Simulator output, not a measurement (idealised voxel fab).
A process module follows: voxel double patterning.
We display cut, a cross-section 290 nm in width whose square cells are each 5 nm.
Each cross-section below is a grid of square cells, stated as bands in top-down order, with one or more rows of cells making up each band. What a band's entry tells you: where the top is and where the bottom is, as heights in nm, and after that what lies inside, material by material from left to right, each with its width in nm. Empty space is written as the word "empty", and a single material marked with the word "edge to edge" occupies the band from edge to edge. Convention: height 0 is the level below which the wafer, as received, is all one material. The lowest band does not terminate at the bottom but continues downward, represented as "0 and below". A two-number width, for instance "30..40", indicates that the width is equal to the first number in the top row of the band and to the second number in the bottom row, and that it changes by a constant amount per row of cells. The designation "all unchanged", where it is given for a processing step, indicates that no cell of the cross-section was altered in the course of that step. Sealed-off cavities: empty space of 8 cells or more with no open way to the top, each as width x height at its distance from the left edge, in nm. after a step's settings: what the simulator itself notes on the step. For masked steps, "overlay nm" on the step line gives how far right of plan the mask actually lay; a minus sign means it lay to the left. Read each pair as before and after one process step. The after cross-section shows only down to the lowest band that changed. The step between them and its settings are given below the pair. Pairs can come from different runs of this module on the same starting wafer. A pair continues from the pair above only where its "Structure before processing" entry says so.

### Structure before processing
0 and below  Si edge to edge
Sealed-off cavities: none

### After the Step
5 down to 0  SiO2 edge to edge
Anything lower than 0 is untouched.
Sealed-off cavities: none
Quick note on the step between the two cross-sections above: CONFORMAL_DEP, material SiO2, thk nm 5

Structure before processing: cross-section not repeated; it is the one shown after the step in the pair just above.

### After the Step
15 down to 5  TiN edge to edge
Anything lower than 5 is untouched.
Sealed-off cavities: none
Quick note on the step between the two cross-sections above: DIRECTIONAL_DEP, material TiN, thk nm 10

Structure before processing: cross-section not repeated; it is the one shown after the step in the pair just above.

### After the Step
20 down to 15  SiCN edge to edge
Anything lower than 15 is untouched.
Sealed-off cavities: none
Quick note on the step between the two cross-sections above: DIRECTIONAL_DEP, material SiCN, thk nm 5

Structure before processing: cross-section not repeated; it is the one shown after the step in the pair just above.

### After the Step
20 down to 15  85 nm SiCN, 15 nm empty, 35 nm SiCN, 15 nm empty, 35 nm SiCN, 15 nm empty, 90 nm SiCN
Anything lower than 15 is untouched.
Sealed-off cavities: none
Quick note on the step between the two cross-sections above: MASKED_ETCH, tone open, mask id FIRST, width nm 15, pitch nm 50, etch materials SiCN, depth nm 5, overlay nm 0

Structure before processing: cross-section not repeated; it is the one shown after the step in the pair just above.

### After the Step
20 down to 15  85 nm SiCN, 15 nm empty, 10 nm SiCN, 15 nm empty, 10 nm SiCN, 15 nm empty, 10 nm SiCN, 15 nm empty, 10 nm SiCN, 15 nm empty, 90 nm SiCN
Anything lower than 15 is untouched.
Sealed-off cavities: none
Quick note on the step between the two cross-sections above: MASKED_ETCH, tone open, mask id SECOND, width nm 15, pitch nm 50, etch materials SiCN, depth nm 5, overlay nm 0

Structure before processing: cross-section not repeated; it is the one shown after the step in the pair just above.

### After the Step
20 down to 15  85 nm SiCN, 15 nm empty, 10 nm SiCN, 15 nm empty, 10 nm SiCN, 15 nm empty, 10 nm SiCN, 15 nm empty, 10 nm SiCN, 15 nm empty, 90 nm SiCN
15 down to 5  85 nm TiN, 15 nm empty, 10 nm TiN, 15 nm empty, 10 nm TiN, 15 nm empty, 10 nm TiN, 15 nm empty, 10 nm TiN, 15 nm empty, 90 nm TiN
Anything lower than 5 is untouched.
Sealed-off cavities: none
Quick note on the step between the two cross-sections above: DIRECTIONAL_ETCH, etch materials TiN, depth nm 10

Structure before processing: cross-section not repeated; it is the one shown after the step in the pair just above.

### After the Step
15 down to 5  85 nm TiN, 15 nm empty, 10 nm TiN, 15 nm empty, 10 nm TiN, 15 nm empty, 10 nm TiN, 15 nm empty, 10 nm TiN, 15 nm empty, 90 nm TiN
Anything lower than 5 is untouched.
Sealed-off cavities: none
Quick note on the step between the two cross-sections above: STRIP, etch materials SiCN

### Structure before processing
0 and below  Si edge to edge
Sealed-off cavities: none

### After the Step
10 down to 0  TiN edge to edge
Anything lower than 0 is untouched.
Sealed-off cavities: none
Quick note on the step between the two cross-sections above: DIRECTIONAL_DEP, material TiN, thk nm 10

Structure before processing: cross-section not repeated; it is the one shown after the step in the pair just above.

### After the Step
15 down to 10  SiCN edge to edge
Anything lower than 10 is untouched.
Sealed-off cavities: none
Quick note on the step between the two cross-sections above: DIRECTIONAL_DEP, material SiCN, thk nm 5

Structure before processing: cross-section not repeated; it is the one shown after the step in the pair just above.

### After the Step
15 down to 10  85 nm SiCN, 15 nm empty, 35 nm SiCN, 15 nm empty, 35 nm SiCN, 15 nm empty, 90 nm SiCN
Anything lower than 10 is untouched.
Sealed-off cavities: none
Quick note on the step between the two cross-sections above: MASKED_ETCH, tone open, mask id FIRST, width nm 15, pitch nm 50, etch materials SiCN, depth nm 5, overlay nm 0

Structure before processing: cross-section not repeated; it is the one shown after the step in the pair just above.

### After the Step
15 down to 10  85 nm SiCN, 15 nm empty, 10 nm SiCN, 15 nm empty, 10 nm SiCN, 15 nm empty, 10 nm SiCN, 15 nm empty, 10 nm SiCN, 15 nm empty, 90 nm SiCN
Anything lower than 10 is untouched.
Sealed-off cavities: none
Quick note on the step between the two cross-sections above: MASKED_ETCH, tone open, mask id SECOND, width nm 15, pitch nm 50, etch materials SiCN, depth nm 5, overlay nm 0

Structure before processing: cross-section not repeated; it is the one shown after the step in the pair just above.

### After the Step
15 down to 10  85 nm SiCN, 15 nm empty, 10 nm SiCN, 15 nm empty, 10 nm SiCN, 15 nm empty, 10 nm SiCN, 15 nm empty, 10 nm SiCN, 15 nm empty, 90 nm SiCN
10 down to 0  85 nm TiN, 15 nm empty, 10 nm TiN, 15 nm empty, 10 nm TiN, 15 nm empty, 10 nm TiN, 15 nm empty, 10 nm TiN, 15 nm empty, 90 nm TiN
Anything lower than 0 is untouched.
Sealed-off cavities: none
Quick note on the step between the two cross-sections above: DIRECTIONAL_ETCH, etch materials TiN, depth nm 10

Structure before processing: cross-section not repeated; it is the one shown after the step in the pair just above.

### After the Step
10 down to 0  85 nm TiN, 15 nm empty, 10 nm TiN, 15 nm empty, 10 nm TiN, 15 nm empty, 10 nm TiN, 15 nm empty, 10 nm TiN, 15 nm empty, 90 nm TiN
Anything lower than 0 is untouched.
Sealed-off cavities: none
Quick note on the step between the two cross-sections above: STRIP, etch materials SiCN

### Structure before processing
10 down to 0  TiN edge to edge
0 and below  Si edge to edge
Sealed-off cavities: none

### After the Step
15 down to 10  SiO2 edge to edge
Anything lower than 10 is untouched.
Sealed-off cavities: none
Quick note on the step between the two cross-sections above: CONFORMAL_DEP, material SiO2, thk nm 5

Structure before processing: cross-section not repeated; it is the one shown after the step in the pair just above.

### After the Step
20 down to 15  SiCN edge to edge
Anything lower than 15 is untouched.
Sealed-off cavities: none
Quick note on the step between the two cross-sections above: DIRECTIONAL_DEP, material SiCN, thk nm 5

Structure before processing: cross-section not repeated; it is the one shown after the step in the pair just above.

### After the Step
20 down to 15  85 nm SiCN, 15 nm empty, 35 nm SiCN, 15 nm empty, 35 nm SiCN, 15 nm empty, 90 nm SiCN
Anything lower than 15 is untouched.
Sealed-off cavities: none
Quick note on the step between the two cross-sections above: MASKED_ETCH, tone open, mask id FIRST, width nm 15, pitch nm 50, etch materials SiCN, depth nm 5, overlay nm 0

Structure before processing: cross-section not repeated; it is the one shown after the step in the pair just above.

### After the Step
20 down to 15  85 nm SiCN, 15 nm empty, 10 nm SiCN, 15 nm empty, 10 nm SiCN, 15 nm empty, 10 nm SiCN, 15 nm empty, 10 nm SiCN, 15 nm empty, 90 nm SiCN
Anything lower than 15 is untouched.
Sealed-off cavities: none
Quick note on the step between the two cross-sections above: MASKED_ETCH, tone open, mask id SECOND, width nm 15, pitch nm 50, etch materials SiCN, depth nm 5, overlay nm 0

Structure before processing: cross-section not repeated; it is the one shown after the step in the pair just above.

### After the Step
15 down to 10  SiO2 edge to edge
Anything lower than 10 is untouched.
Sealed-off cavities: none
Quick note on the step between the two cross-sections above: STRIP, etch materials SiCN

### Structure before processing
0 and below  Si edge to edge
Sealed-off cavities: none

### After the Step
15 down to 0  SiO2 edge to edge
Anything lower than 0 is untouched.
Sealed-off cavities: none
Quick note on the step between the two cross-sections above: CONFORMAL_DEP, material SiO2, thk nm 15

Structure before processing: cross-section not repeated; it is the one shown after the step in the pair just above.

### After the Step
25 down to 15  TiN edge to edge
Anything lower than 15 is untouched.
Sealed-off cavities: none
Quick note on the step between the two cross-sections above: DIRECTIONAL_DEP, material TiN, thk nm 10

Structure before processing: cross-section not repeated; it is the one shown after the step in the pair just above.

### After the Step
30 down to 25  SiCN edge to edge
Anything lower than 25 is untouched.
Sealed-off cavities: none
Quick note on the step between the two cross-sections above: DIRECTIONAL_DEP, material SiCN, thk nm 5

Structure before processing: cross-section not repeated; it is the one shown after the step in the pair just above.

### After the Step
30 down to 25  85 nm SiCN, 15 nm empty, 35 nm SiCN, 15 nm empty, 35 nm SiCN, 15 nm empty, 90 nm SiCN
Anything lower than 25 is untouched.
Sealed-off cavities: none
Quick note on the step between the two cross-sections above: MASKED_ETCH, tone open, mask id FIRST, width nm 15, pitch nm 50, etch materials SiCN, depth nm 5, overlay nm 0

Structure before processing: cross-section not repeated; it is the one shown after the step in the pair just above.

### After the Step
30 down to 25  85 nm SiCN, 15 nm empty, 10 nm SiCN, 15 nm empty, 10 nm SiCN, 15 nm empty, 10 nm SiCN, 15 nm empty, 10 nm SiCN, 15 nm empty, 90 nm SiCN
Anything lower than 25 is untouched.
Sealed-off cavities: none
Quick note on the step between the two cross-sections above: MASKED_ETCH, tone open, mask id SECOND, width nm 15, pitch nm 50, etch materials SiCN, depth nm 5, overlay nm 0

Structure before processing: cross-section not repeated; it is the one shown after the step in the pair just above.

### After the Step
30 down to 25  85 nm SiCN, 15 nm empty, 10 nm SiCN, 15 nm empty, 10 nm SiCN, 15 nm empty, 10 nm SiCN, 15 nm empty, 10 nm SiCN, 15 nm empty, 90 nm SiCN
25 down to 15  85 nm TiN, 15 nm empty, 10 nm TiN, 15 nm empty, 10 nm TiN, 15 nm empty, 10 nm TiN, 15 nm empty, 10 nm TiN, 15 nm empty, 90 nm TiN
Anything lower than 15 is untouched.
Sealed-off cavities: none
Quick note on the step between the two cross-sections above: DIRECTIONAL_ETCH, etch materials TiN, depth nm 10

Structure before processing: cross-section not repeated; it is the one shown after the step in the pair just above.

### After the Step
25 down to 15  85 nm TiN, 15 nm empty, 10 nm TiN, 15 nm empty, 10 nm TiN, 15 nm empty, 10 nm TiN, 15 nm empty, 10 nm TiN, 15 nm empty, 90 nm TiN
Anything lower than 15 is untouched.
Sealed-off cavities: none
Quick note on the step between the two cross-sections above: STRIP, etch materials SiCN

### Structure before processing
20 down to 15  85 nm SiCN, 15 nm empty, 35 nm SiCN, 15 nm empty, 35 nm SiCN, 15 nm empty, 90 nm SiCN
15 down to 5  TiN edge to edge
5 down to 0  SiO2 edge to edge
0 and below  Si edge to edge
Sealed-off cavities: none

### After the Step
20 down to 15  85 nm SiCN, 15 nm empty, 10 nm SiCN, 20 nm empty, 5 nm SiCN, 15 nm empty, 10 nm SiCN, 20 nm empty, 5 nm SiCN, 15 nm empty, 90 nm SiCN
Anything lower than 15 is untouched.
Sealed-off cavities: none
Quick note on the step between the two cross-sections above: MASKED_ETCH, tone open, mask id SECOND, width nm 20, pitch nm 50, etch materials SiCN, depth nm 5, overlay nm 0

Structure before processing: cross-section not repeated; it is the one shown after the step in the pair just above.

### After the Step
20 down to 15  85 nm SiCN, 15 nm empty, 10 nm SiCN, 20 nm empty, 5 nm SiCN, 15 nm empty, 10 nm SiCN, 20 nm empty, 5 nm SiCN, 15 nm empty, 90 nm SiCN
15 down to 5  85 nm TiN, 15 nm empty, 10 nm TiN, 20 nm empty, 5 nm TiN, 15 nm empty, 10 nm TiN, 20 nm empty, 5 nm TiN, 15 nm empty, 90 nm TiN
Anything lower than 5 is untouched.
Sealed-off cavities: none
Quick note on the step between the two cross-sections above: DIRECTIONAL_ETCH, etch materials TiN, depth nm 10

Structure before processing: cross-section not repeated; it is the one shown after the step in the pair just above.

### After the Step
15 down to 5  85 nm TiN, 15 nm empty, 10 nm TiN, 20 nm empty, 5 nm TiN, 15 nm empty, 10 nm TiN, 20 nm empty, 5 nm TiN, 15 nm empty, 90 nm TiN
Anything lower than 5 is untouched.
Sealed-off cavities: none
Quick note on the step between the two cross-sections above: STRIP, etch materials SiCN

### Structure before processing
20 down to 15  SiCN edge to edge
15 down to 5  TiN edge to edge
5 down to 0  SiO2 edge to edge
0 and below  Si edge to edge
Sealed-off cavities: none

### After the Step
20 down to 15  95 nm SiCN, 15 nm empty, 35 nm SiCN, 15 nm empty, 35 nm SiCN, 15 nm empty, 80 nm SiCN
Anything lower than 15 is untouched.
Sealed-off cavities: none
Quick note on the step between the two cross-sections above: MASKED_ETCH, tone open, mask id FIRST, width nm 15, pitch nm 50, etch materials SiCN, depth nm 5, overlay nm 10

Structure before processing: cross-section not repeated; it is the one shown after the step in the pair just above.

### After the Step
20 down to 15  95 nm SiCN, 30 nm empty, 20 nm SiCN, 30 nm empty, 20 nm SiCN, 15 nm empty, 80 nm SiCN
Anything lower than 15 is untouched.
Sealed-off cavities: none
Quick note on the step between the two cross-sections above: MASKED_ETCH, tone open, mask id SECOND, width nm 15, pitch nm 50, etch materials SiCN, depth nm 5, overlay nm 0

Structure before processing: cross-section not repeated; it is the one shown after the step in the pair just above.

### After the Step
20 down to 15  95 nm SiCN, 30 nm empty, 20 nm SiCN, 30 nm empty, 20 nm SiCN, 15 nm empty, 80 nm SiCN
15 down to 5  95 nm TiN, 30 nm empty, 20 nm TiN, 30 nm empty, 20 nm TiN, 15 nm empty, 80 nm TiN
Anything lower than 5 is untouched.
Sealed-off cavities: none
Quick note on the step between the two cross-sections above: DIRECTIONAL_ETCH, etch materials TiN, depth nm 10

Structure before processing: cross-section not repeated; it is the one shown after the step in the pair just above.

### After the Step
15 down to 5  95 nm TiN, 30 nm empty, 20 nm TiN, 30 nm empty, 20 nm TiN, 15 nm empty, 80 nm TiN
Anything lower than 5 is untouched.
Sealed-off cavities: none
Quick note on the step between the two cross-sections above: STRIP, etch materials SiCN

### Structure before processing
0 and below  Si edge to edge
Sealed-off cavities: none

### After the Step
5 down to 0  TiN edge to edge
Anything lower than 0 is untouched.
Sealed-off cavities: none
Quick note on the step between the two cross-sections above: CONFORMAL_DEP, material TiN, thk nm 5

Structure before processing: cross-section not repeated; it is the one shown after the step in the pair just above.

### After the Step
15 down to 0  TiN edge to edge
Anything lower than 0 is untouched.
Sealed-off cavities: none
Quick note on the step between the two cross-sections above: DIRECTIONAL_DEP, material TiN, thk nm 10

Structure before processing: cross-section not repeated; it is the one shown after the step in the pair just above.

### After the Step
20 down to 15  SiCN edge to edge
Anything lower than 15 is untouched.
Sealed-off cavities: none
Quick note on the step between the two cross-sections above: DIRECTIONAL_DEP, material SiCN, thk nm 5

Structure before processing: cross-section not repeated; it is the one shown after the step in the pair just above.

### After the Step
20 down to 15  85 nm SiCN, 15 nm empty, 35 nm SiCN, 15 nm empty, 35 nm SiCN, 15 nm empty, 90 nm SiCN
Anything lower than 15 is untouched.
Sealed-off cavities: none
Quick note on the step between the two cross-sections above: MASKED_ETCH, tone open, mask id FIRST, width nm 15, pitch nm 50, etch materials SiCN, depth nm 5, overlay nm 0

Structure before processing: cross-section not repeated; it is the one shown after the step in the pair just above.

### After the Step
20 down to 15  85 nm SiCN, 15 nm empty, 10 nm SiCN, 15 nm empty, 10 nm SiCN, 15 nm empty, 10 nm SiCN, 15 nm empty, 10 nm SiCN, 15 nm empty, 90 nm SiCN
Anything lower than 15 is untouched.
Sealed-off cavities: none
Quick note on the step between the two cross-sections above: MASKED_ETCH, tone open, mask id SECOND, width nm 15, pitch nm 50, etch materials SiCN, depth nm 5, overlay nm 0

Structure before processing: cross-section not repeated; it is the one shown after the step in the pair just above.

### After the Step
20 down to 15  85 nm SiCN, 15 nm empty, 10 nm SiCN, 15 nm empty, 10 nm SiCN, 15 nm empty, 10 nm SiCN, 15 nm empty, 10 nm SiCN, 15 nm empty, 90 nm SiCN
15 down to 5  85 nm TiN, 15 nm empty, 10 nm TiN, 15 nm empty, 10 nm TiN, 15 nm empty, 10 nm TiN, 15 nm empty, 10 nm TiN, 15 nm empty, 90 nm TiN
Anything lower than 5 is untouched.
Sealed-off cavities: none
Quick note on the step between the two cross-sections above: DIRECTIONAL_ETCH, etch materials TiN, depth nm 10

Structure before processing: cross-section not repeated; it is the one shown after the step in the pair just above.

### After the Step
15 down to 5  85 nm TiN, 15 nm empty, 10 nm TiN, 15 nm empty, 10 nm TiN, 15 nm empty, 10 nm TiN, 15 nm empty, 10 nm TiN, 15 nm empty, 90 nm TiN
Anything lower than 5 is untouched.
Sealed-off cavities: none
Quick note on the step between the two cross-sections above: STRIP, etch materials SiCN

### Structure before processing
20 down to 15  85 nm SiCN, 15 nm empty, 35 nm SiCN, 15 nm empty, 35 nm SiCN, 15 nm empty, 90 nm SiCN
15 down to 5  TiN edge to edge
5 down to 0  SiO2 edge to edge
0 and below  Si edge to edge
Sealed-off cavities: none

### After the Step
20 down to 15  110 nm empty, 15 nm SiCN, 35 nm empty, 15 nm SiCN, 115 nm empty
Anything lower than 15 is untouched.
Sealed-off cavities: none
Quick note on the step between the two cross-sections above: MASKED_ETCH, tone cover, mask id SECOND, width nm 15, pitch nm 50, etch materials SiCN, depth nm 5, overlay nm 0

Structure before processing: cross-section not repeated; it is the one shown after the step in the pair just above.

### After the Step
20 down to 15  110 nm empty, 15 nm SiCN, 35 nm empty, 15 nm SiCN, 115 nm empty
15 down to 5  110 nm empty, 15 nm TiN, 35 nm empty, 15 nm TiN, 115 nm empty
Anything lower than 5 is untouched.
Sealed-off cavities: none
Quick note on the step between the two cross-sections above: DIRECTIONAL_ETCH, etch materials TiN, depth nm 10

Structure before processing: cross-section not repeated; it is the one shown after the step in the pair just above.

### After the Step
15 down to 5  110 nm empty, 15 nm TiN, 35 nm empty, 15 nm TiN, 115 nm empty
Anything lower than 5 is untouched.
Sealed-off cavities: none
Quick note on the step between the two cross-sections above: STRIP, etch materials SiCN
